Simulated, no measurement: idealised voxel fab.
This section sets out a process module, namely voxel quadruple lines.
In the cross-section labelled cut, the width is 300 nm and each square cell is 5 nm.
When this document writes out a cross-section, it uses a grid of square cells and lists it as bands, beginning at the top and moving down, with a band standing for one or more rows of cells. Quick guide to a band line: top height, bottom height (nm) up front; then every material left to right with its width in nm. Only one material and it's marked "throughout"? Then it fills the band edge to edge. And "empty" just means empty space. For the purposes of this specification, 0 denotes the height below which the wafer in its as-received condition is composed wholly of one material, and the lowermost band, lacking a lower limit, extends downward without end, as expressed in "z 0 and below". Quick explanation for "30..40": the width changes in equal steps down the rows of cells, from the first number in the band's top row to the second number in its bottom row. When a step is marked "nothing changed", none of the cells in the cross-section changed during that step. Closed empty spaces (no open way to the top) of 8 cells or more are what "Enclosed void listing" lists, each as width x height at distance from the left edge, nm for all three. On each step's line, the part that comes after the settings is the simulator's own comment on the step. If you see "overlay nm" on a step's line and that step has a mask, it's telling you how far right of where it was planned the mask ended up; a negative number means it went left instead.

Steps planned for the process:
- 1: RECEIVE, material Si
- 2: CONFORMAL_DEP, material Al2O3, thk nm 5
- 3: DIRECTIONAL_DEP, material W, thk nm 10
- 4: DIRECTIONAL_DEP, material polySi, thk nm 15
- 5: DIRECTIONAL_DEP, material aC, thk nm 25
- 6: PATTERN, tone cover, mask id MANDREL, material resist, width nm 35, thk nm 35, overlay nm 0
- 7: DIRECTIONAL_ETCH, etch materials aC, depth nm 25
- 8: STRIP, etch materials resist
- 9: CONFORMAL_DEP, material SiO2, thk nm 15
- 10: DIRECTIONAL_ETCH, etch materials SiO2, depth nm 15
- 11: STRIP, etch materials aC
- 12: DIRECTIONAL_ETCH, etch materials polySi, depth nm 15
- 13: STRIP, etch materials SiO2
- 14: CONFORMAL_DEP, material SiN, thk nm 10
- 15: DIRECTIONAL_ETCH, etch materials SiN, depth nm 10
- 16: STRIP, etch materials polySi
- 17: DIRECTIONAL_ETCH, etch materials W, depth nm 10
- 18: STRIP, etch materials SiN

First wafer, two in total, run as planned:

As-received wafer cross-section (after step 1):
z 0 and below  Si throughout
Enclosed void listing: none

Cross-section of the wafer subsequent to step 2:
z 5 to 0  Al2O3 throughout
Beneath the level 0, the cross-section is identical to its previous state.

Cross-section of the wafer subsequent to step 3:
z 15 to 5  W throughout
Beneath the level 5, the cross-section is identical to its previous state.

Cross-section of the wafer subsequent to step 4:
z 30 to 15  polySi throughout
Beneath the level 15, the cross-section is identical to its previous state.

Cross-section of the wafer subsequent to step 5:
z 55 to 30  aC throughout
Beneath the level 30, the cross-section is identical to its previous state.

Cross-section of the wafer subsequent to step 6:
z 90 to 55  empty 130; resist 35; empty 135
Beneath the level 55, the cross-section is identical to its previous state.

Cross-section of the wafer subsequent to step 7:
z 65 to 55  empty 130; resist 35; empty 135
z 55 to 30  empty 130; aC 35; empty 135
Beneath the level 30, the cross-section is identical to its previous state.

Cross-section of the wafer subsequent to step 8:
z 55 to 30  empty 130; aC 35; empty 135
Beneath the level 30, the cross-section is identical to its previous state.

Cross-section of the wafer subsequent to step 9:
z 70 to 55  empty 115; SiO2 65; empty 120
z 55 to 45  empty 115; SiO2 15; aC 35; SiO2 15; empty 120
z 45 to 30  SiO2 130; aC 35; SiO2 135
Beneath the level 30, the cross-section is identical to its previous state.

Cross-section of the wafer subsequent to step 10:
z 55 to 30  empty 115; SiO2 15; aC 35; SiO2 15; empty 120
Beneath the level 30, the cross-section is identical to its previous state.

Cross-section of the wafer subsequent to step 11:
z 55 to 30  empty 115; SiO2 15; empty 35; SiO2 15; empty 120
Beneath the level 30, the cross-section is identical to its previous state.

Cross-section of the wafer subsequent to step 12:
z 55 to 30  empty 115; SiO2 15; empty 35; SiO2 15; empty 120
z 30 to 15  empty 115; polySi 15; empty 35; polySi 15; empty 120
Beneath the level 15, the cross-section is identical to its previous state.

Cross-section of the wafer subsequent to step 13:
z 30 to 15  empty 115; polySi 15; empty 35; polySi 15; empty 120
Beneath the level 15, the cross-section is identical to its previous state.

Cross-section of the wafer subsequent to step 14:
z 40 to 30  empty 105; SiN 35; empty 15; SiN 35; empty 110
z 30 to 25  empty 105; SiN 10; polySi 15; SiN 10; empty 15; SiN 10; polySi 15; SiN 10; empty 110
z 25 to 15  SiN 115; polySi 15; SiN 35; polySi 15; SiN 120
Beneath the level 15, the cross-section is identical to its previous state.

Cross-section of the wafer subsequent to step 15:
z 30 to 15  empty 105; SiN 10; polySi 15; SiN 10; empty 15; SiN 10; polySi 15; SiN 10; empty 110
Beneath the level 15, the cross-section is identical to its previous state.

Cross-section of the wafer subsequent to step 16:
z 30 to 15  empty 105; SiN 10; empty 15; SiN 10; empty 15; SiN 10; empty 15; SiN 10; empty 110
Beneath the level 15, the cross-section is identical to its previous state.

Cross-section of the wafer subsequent to step 17:
z 30 to 15  empty 105; SiN 10; empty 15; SiN 10; empty 15; SiN 10; empty 15; SiN 10; empty 110
z 15 to 5  empty 105; W 10; empty 15; W 10; empty 15; W 10; empty 15; W 10; empty 110
Beneath the level 5, the cross-section is identical to its previous state.

Cross-section of the wafer subsequent to step 18:
z 15 to 5  empty 105; W 10; empty 15; W 10; empty 15; W 10; empty 15; W 10; empty 110
Beneath the level 5, the cross-section is identical to its previous state.

Companion wafer, the second of two: same beginning, same intended sequence, one mistake in carrying it out; through step 2 inclusive it tracks the first exactly:

Cross-section of the second wafer corresponding to the planned conclusion of step 3:
z 20 to 5  W throughout
Beneath the level 5, the cross-section is identical to its previous state.

Cross-section of the second wafer corresponding to the planned conclusion of step 4:
z 35 to 20  polySi throughout
Beneath the level 20, the cross-section is identical to its previous state.

Cross-section of the second wafer corresponding to the planned conclusion of step 5:
z 60 to 35  aC throughout
Beneath the level 35, the cross-section is identical to its previous state.

Cross-section of the second wafer corresponding to the planned conclusion of step 6:
z 95 to 60  empty 130; resist 35; empty 135
Beneath the level 60, the cross-section is identical to its previous state.

Cross-section of the second wafer corresponding to the planned conclusion of step 7:
z 70 to 60  empty 130; resist 35; empty 135
z 60 to 35  empty 130; aC 35; empty 135
Beneath the level 35, the cross-section is identical to its previous state.

Cross-section of the second wafer corresponding to the planned conclusion of step 8:
z 60 to 35  empty 130; aC 35; empty 135
Beneath the level 35, the cross-section is identical to its previous state.

Cross-section of the second wafer corresponding to the planned conclusion of step 9:
z 75 to 60  empty 115; SiO2 65; empty 120
z 60 to 50  empty 115; SiO2 15; aC 35; SiO2 15; empty 120
z 50 to 35  SiO2 130; aC 35; SiO2 135
Beneath the level 35, the cross-section is identical to its previous state.

Cross-section of the second wafer corresponding to the planned conclusion of step 10:
z 60 to 35  empty 115; SiO2 15; aC 35; SiO2 15; empty 120
Beneath the level 35, the cross-section is identical to its previous state.

Cross-section of the second wafer corresponding to the planned conclusion of step 11:
z 60 to 35  empty 115; SiO2 15; empty 35; SiO2 15; empty 120
Beneath the level 35, the cross-section is identical to its previous state.

Cross-section of the second wafer corresponding to the planned conclusion of step 12:
z 60 to 35  empty 115; SiO2 15; empty 35; SiO2 15; empty 120
z 35 to 20  empty 115; polySi 15; empty 35; polySi 15; empty 120
Beneath the level 20, the cross-section is identical to its previous state.

Cross-section of the second wafer corresponding to the planned conclusion of step 13:
z 35 to 20  empty 115; polySi 15; empty 35; polySi 15; empty 120
Beneath the level 20, the cross-section is identical to its previous state.

Cross-section of the second wafer corresponding to the planned conclusion of step 14:
z 45 to 35  empty 105; SiN 35; empty 15; SiN 35; empty 110
z 35 to 30  empty 105; SiN 10; polySi 15; SiN 10; empty 15; SiN 10; polySi 15; SiN 10; empty 110
z 30 to 20  SiN 115; polySi 15; SiN 35; polySi 15; SiN 120
Beneath the level 20, the cross-section is identical to its previous state.

Cross-section of the second wafer corresponding to the planned conclusion of step 15:
z 35 to 20  empty 105; SiN 10; polySi 15; SiN 10; empty 15; SiN 10; polySi 15; SiN 10; empty 110
Beneath the level 20, the cross-section is identical to its previous state.

Cross-section of the second wafer corresponding to the planned conclusion of step 16:
z 35 to 20  empty 105; SiN 10; empty 15; SiN 10; empty 15; SiN 10; empty 15; SiN 10; empty 110
Beneath the level 20, the cross-section is identical to its previous state.

Cross-section of the second wafer corresponding to the planned conclusion of step 17:
z 35 to 20  empty 105; SiN 10; empty 15; SiN 10; empty 15; SiN 10; empty 15; SiN 10; empty 110
z 20 to 10  empty 105; W 10; empty 15; W 10; empty 15; W 10; empty 15; W 10; empty 110
Beneath the level 10, the cross-section is identical to its previous state.

Cross-section of the second wafer corresponding to the planned conclusion of step 18:
z 20 to 10  empty 105; W 10; empty 15; W 10; empty 15; W 10; empty 15; W 10; empty 110
Beneath the level 10, the cross-section is identical to its previous state.
In executing the process, a mistake was made relative to the plan: step 3 was processed under conditions differing from the plan, specifically as DIRECTIONAL_DEP, material W, thk nm 15
Wafer comparison, final, in cells, second relative to first, materials more or fewer: 60 more of W
